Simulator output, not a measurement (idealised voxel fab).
process module | voxel self aligned contacts
The width of the displayed cross-section, cut, is 215 nm; its cells are square, with a size of 5 nm.
A cross-section is a grid of square cells, given in bands from the top down. A band is one or more rows of cells. Top, bottom (nm), then materials left to right with widths (nm); lone material tagged "full width" fills the whole band edge to edge; "blank" = empty space. It should be noted that heights are counted from 0, beneath which the wafer as supplied is of one material throughout, and that the lowest band possesses no lower boundary but continues downward, as written in "0 -> down". Graded width ("30 to 40"): value in top row of band = first number; value in bottom row = second number; row-to-row change constant. You'll sometimes find "identical to before" written for a step, and that's the way of saying that nowhere in the cross-section did a cell change during that step. Trapped voids: empty space of 8 cells or more with no open way to the top, each as width x height at its distance from the left edge, in nm. What comes after the settings on a step's line is commentary from the simulator itself on that step. The "overlay nm" setting may appear on a step's line; for a step that uses a mask, it gives how far to the right of its planned position the mask lay, and a negative value indicates the left.
Intended process steps
1,RECEIVE,material Si
2,CONFORMAL_DEP,material SiO2,thk nm 5
3,DIRECTIONAL_DEP,material polySi,thk nm 20
4,DIRECTIONAL_DEP,material SiN,thk nm 25
5,MASKED_ETCH,tone cover,mask id GATE,width nm 25,pitch nm 65,etch materials SiN,depth nm 25,overlay nm 0
6,MASKED_ETCH,tone cover,mask id GATE,width nm 25,pitch nm 65,etch materials polySi,depth nm 20,overlay nm 0
7,CONFORMAL_DEP,material SiN,thk nm 10
8,DIRECTIONAL_ETCH,etch materials SiN,depth nm 10
9,FILL_DEP,material SiO2,thk nm 20
10,CMP,height nm 60
11,DIRECTIONAL_DEP,material aC,thk nm 15
12,PATTERN,tone open,mask id CONTACT,material resist,width nm 50,pitch nm 65,thk nm 35,overlay nm 0
13,DIRECTIONAL_ETCH,etch materials aC,depth nm 15
14,STRIP,etch materials resist
15,DIRECTIONAL_ETCH,etch materials SiO2,depth nm 60
16,STRIP,etch materials aC
17,CONFORMAL_DEP,material TiN,thk nm 5
18,FILL_DEP,material Ru,thk nm 5
19,CMP,height nm 60
20,CONFORMAL_DEP,material SiCN,thk nm 5
So this is the incoming wafer in cross-section - it's already been through step 1
	0 -> down: Si full width
	Trapped voids: none
The following cross-section depicts the wafer upon conclusion of the module. Processing commenced from the starting condition illustrated above and adhered to the plan illustrated above, save for one mistake in execution
	65 -> 60: SiCN full width
	60 -> 50: SiO2 50 | TiN 5 to 20 | Ru 40 to 10 | TiN 5 to 20 | SiO2 15 | TiN 5 to 20 | Ru 40 to 10 | TiN 5 to 20 | SiO2 50
	50 -> 25: SiO2 20 | SiN 45 | TiN 5 | Ru 10 | TiN 5 | SiN 45 | TiN 5 | Ru 10 | TiN 5 | SiN 45 | SiO2 20
	25 -> 20: SiO2 20 | SiN 10 | polySi 25 | SiN 10 | TiN 5 | Ru 10 | TiN 5 | SiN 10 | polySi 25 | SiN 10 | TiN 5 | Ru 10 | TiN 5 | SiN 10 | polySi 25 | SiN 10 | SiO2 20
	20 -> 15: SiO2 20 | SiN 10 | polySi 25 | SiN 10 | TiN 20 | SiN 10 | polySi 25 | SiN 10 | TiN 20 | SiN 10 | polySi 25 | SiN 10 | SiO2 20
	15 -> 5: SiN 30 | polySi 25 | SiN 40 | polySi 25 | SiN 40 | polySi 25 | SiN 30
	5 -> 0: SiO2 full width
	0 -> down: Si full width
	Trapped voids: none
Which mistake was made when the wafer was run? ran 7 and 8 in swapped order versus the plan
